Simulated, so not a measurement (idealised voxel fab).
You're looking at the process module voxel gate over fins.
Each square cell in cross-section cut measures 5 nm, and the section as a whole is 280 nm wide.
Cross-section layout: square cells on a grid; listed as bands, top to bottom; a band spans one or more cell rows. Look at the band entry: it leads with the top's height and the bottom's height in nm. Then it lists the materials left to right, with a width in nm for each. The word "full width" on a single material says that material fills the band edge to edge. The word "air" is empty space. The level at which height equals 0 is the one under which the wafer, as it arrives, is entirely one material. No lower edge exists for the bottom band, which continues downward and is notated as in "0..down". Top row gets the first number, bottom row gets the second, and each row in between changes by the same step: that is how a band width like "30->40" works. Step marked "all unchanged"? Then no cell in the cross-section changed in it. You'll see "Completely enclosed voids" listing empty spaces that have no way open to the top, as long as they're 8 cells or more; the notation is width x height at distance, where the distance is from the left edge, and all of it is in nm. Where a step's line continues beyond its settings, the continuation is a remark by the simulator itself on that step. "overlay nm", when on a step's line for a step with a mask, measures how far to the right of its planned place the mask lay; a negative measure means to the left.

[Steps in the process plan]
1 RECEIVE with material Si
2 CONFORMAL_DEP with material SiN, thk nm 10
3 MASKED_ETCH with tone cover, mask id FINS, width nm 15, pitch nm 55, etch materials SiN, depth nm 10, overlay nm 0
4 MASKED_ETCH with tone cover, mask id FINS, width nm 15, pitch nm 55, etch materials Si, depth nm 30, overlay nm 0
5 OXIDIZE with depth nm 5
6 FILL_DEP with material SiO2, thk nm 5
7 CMP with height nm 10
8 PATTERN with tone open, mask id RAIL, material resist, width nm 15, thk nm 15, overlay nm 0
9 DIRECTIONAL_ETCH with etch materials SiO2, depth nm 35
10 STRIP with etch materials resist
11 CONFORMAL_DEP with material TiN, thk nm 5
12 FILL_DEP with material Ru, thk nm 10
13 CMP with height nm 10
14 SELECTIVE_ETCH with etch materials W Ru TiN, depth nm 25
15 FILL_DEP with material SiO2, thk nm 5
16 CMP with height nm 10
17 SELECTIVE_ETCH with etch materials SiO2, depth nm 20
18 STRIP with etch materials SiN
19 CONFORMAL_DEP with material HfO2, thk nm 5
20 CONFORMAL_DEP with material TiN, thk nm 5
21 FILL_DEP with material W, thk nm 10
22 CMP with height nm 15
23 CONFORMAL_DEP with material SiN, thk nm 5

[Delivered wafer in cross-section: state after step 1]
	0..down | Si full width
	Completely enclosed voids: none

[What the wafer looks like in cross-section after this module, when it starts as shown above and follows the plan above but one mistake is made in running it]
	20..15 | SiN full width
	15..10 | W full width
	10..5 | W 45 nm; TiN 25 nm; W 30 nm; TiN 25 nm; W 30 nm; TiN 25 nm; W 30 nm; TiN 25 nm; W 45 nm
	5..0 | W 45 nm; TiN 5 nm; HfO2 15 nm; TiN 5 nm; W 30 nm; TiN 5 nm; HfO2 15 nm; TiN 5 nm; W 30 nm; TiN 5 nm; HfO2 15 nm; TiN 5 nm; W 30 nm; TiN 5 nm; HfO2 15 nm; TiN 5 nm; W 45 nm
	0..-5 | TiN 50 nm; HfO2 5 nm; Si 5 nm; HfO2 5 nm; TiN 40 nm; HfO2 5 nm; Si 5 nm; HfO2 5 nm; TiN 40 nm; HfO2 5 nm; Si 5 nm; HfO2 5 nm; TiN 40 nm; HfO2 5 nm; Si 5 nm; HfO2 5 nm; TiN 50 nm
	-5..-10 | HfO2 55 nm; Si 5 nm; HfO2 50 nm; Si 5 nm; HfO2 50 nm; Si 5 nm; HfO2 50 nm; Si 5 nm; HfO2 55 nm
	-10..-15 | SiO2 55 nm; Si 5 nm; SiO2 50 nm; Si 5 nm; SiO2 50 nm; Si 5 nm; SiO2 50 nm; Si 5 nm; SiO2 55 nm
	-15..-30 | Ru 50 nm; SiO2 5 nm; Si 5 nm; SiO2 5 nm; Ru 40 nm; SiO2 5 nm; Si 5 nm; SiO2 5 nm; Ru 40 nm; SiO2 5 nm; Si 5 nm; SiO2 5 nm; Ru 40 nm; SiO2 5 nm; Si 5 nm; SiO2 5 nm; Ru 50 nm
	-30..-35 | SiO2 55 nm; Si 5 nm; SiO2 50 nm; Si 5 nm; SiO2 50 nm; Si 5 nm; SiO2 50 nm; Si 5 nm; SiO2 55 nm
	-35..down | Si full width
	Completely enclosed voids: none
In executing the process, a mistake was made relative to the plan: heads up, step 6 didn't go per plan, it actually ran as FILL_DEP with material Ru, thk nm 5
